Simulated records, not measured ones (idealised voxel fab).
Presented below is a process module, voxel gate over fins.
The cross-section on display is named cut; it measures 265 nm wide, and its cells are 5 nm squares.
Notation: cross-section as square-cell grid; stated in bands, top first, going down; one or more cell rows per band.
Band: top height; bottom height; in nm. Then, left to right: material with width in nm, for each material. "full width": a single material spanning edge to edge. "blank": empty space.
Where do heights start? At 0: under that level the wafer as delivered is made of one material only. And the lowest band has no floor; it just carries on downward, as in "0 down".
The expression "30..40" gives the width at the extremes of the band, the first number at its top row of cells and the second at its bottom row, with the width changing by equal amounts from each row to the next in between.
The designation "all unchanged", where it is given for a processing step, indicates that no cell of the cross-section was altered in the course of that step.
You'll see "Closed void listing" listing empty spaces that have no way open to the top, as long as they're 8 cells or more; the notation is width x height at distance, where the distance is from the left edge, and all of it is in nm.
Note: text after step settings on the step line = simulator remark on that step.
On any step carrying a mask, the "overlay nm" setting, if present on the step's line, tells how far right of its planned place the mask lay; negative values point to the left.

The planned process steps are enumerated hereunder:
1: RECEIVE [material Si]
2: CONFORMAL_DEP [material SiN] [thk nm 10]
3: DIRECTIONAL_DEP [material aC] [thk nm 10]
4: PATTERN [tone cover] [mask id FINS] [material resist] [width nm 15] [pitch nm 50] [thk nm 30] [overlay nm 0]
5: DIRECTIONAL_ETCH [etch materials aC] [depth nm 10]
6: STRIP [etch materials resist]
7: DIRECTIONAL_ETCH [etch materials SiN] [depth nm 10]
8: DIRECTIONAL_ETCH [etch materials Si] [depth nm 40]
9: STRIP [etch materials aC]
10: FILL_DEP [material SiO2] [thk nm 15]
11: CMP [height nm 10]
12: PATTERN [tone open] [mask id RAIL] [material resist] [width nm 15] [thk nm 15] [overlay nm 0]
13: DIRECTIONAL_ETCH [etch materials SiO2] [depth nm 45]
14: STRIP [etch materials resist]
15: CONFORMAL_DEP [material TiN] [thk nm 5]
16: FILL_DEP [material W] [thk nm 10]
17: CMP [height nm 10]
18: SELECTIVE_ETCH [etch materials W Ru TiN] [depth nm 25]
19: FILL_DEP [material SiO2] [thk nm 5]
20: CMP [height nm 10]
21: SELECTIVE_ETCH [etch materials SiO2] [depth nm 20]
22: STRIP [etch materials SiN]
23: CONFORMAL_DEP [material HfO2] [thk nm 5]
24: CONFORMAL_DEP [material TiN] [thk nm 5]
25: CONFORMAL_DEP [material TiAl] [thk nm 5]
26: CONFORMAL_DEP [material TiN] [thk nm 5]
27: FILL_DEP [material W] [thk nm 10]
28: CMP [height nm 25]
29: CONFORMAL_DEP [material SiCN] [thk nm 10]

As-received state of the wafer in cross-section, equivalent to post-step 1:
- 0 down: Si full width
- Closed void listing: none

Module complete, cross-section. Starting point and plan per above. One mistake made in running the module:
- 35 to 25: SiCN full width
- 25 to 20: W full width
- 20 to 15: W=80, TiN=105, W=80
- 15 to 10: W=80, TiN=5, TiAl=45, TiN=5, TiAl=45, TiN=5, W=80
- 10 to 5: TiN=85, TiAl=5, TiN=35, TiAl=5, TiN=5, TiAl=5, TiN=35, TiAl=5, TiN=85
- 5 to 0: TiAl=90, TiN=5, HfO2=25, TiN=5, TiAl=15, TiN=5, HfO2=25, TiN=5, TiAl=90
- 0 to -5: TiN=95, HfO2=5, Si=15, HfO2=5, TiN=25, HfO2=5, Si=15, HfO2=5, TiN=95
- -5 to -10: HfO2=100, Si=15, HfO2=35, Si=15, HfO2=100
- -10 to -15: SiO2=100, Si=15, SiO2=35, Si=15, SiO2=100
- -15 to -30: SiO2=100, Si=15, SiO2=20, TiN=5, W=5, TiN=5, Si=15, SiO2=100
- -30 to -35: SiO2=100, Si=15, SiO2=20, TiN=15, Si=15, SiO2=100
- -35 to -40: SiO2=100, Si=15, SiO2=35, Si=15, SiO2=100
- -40 down: Si full width
- Closed void listing: none
So what did we get wrong on this run? off-plan run, step 12, actual operation and settings PATTERN [tone open] [mask id RAIL] [material resist] [width nm 15] [thk nm 15] [overlay nm 10]
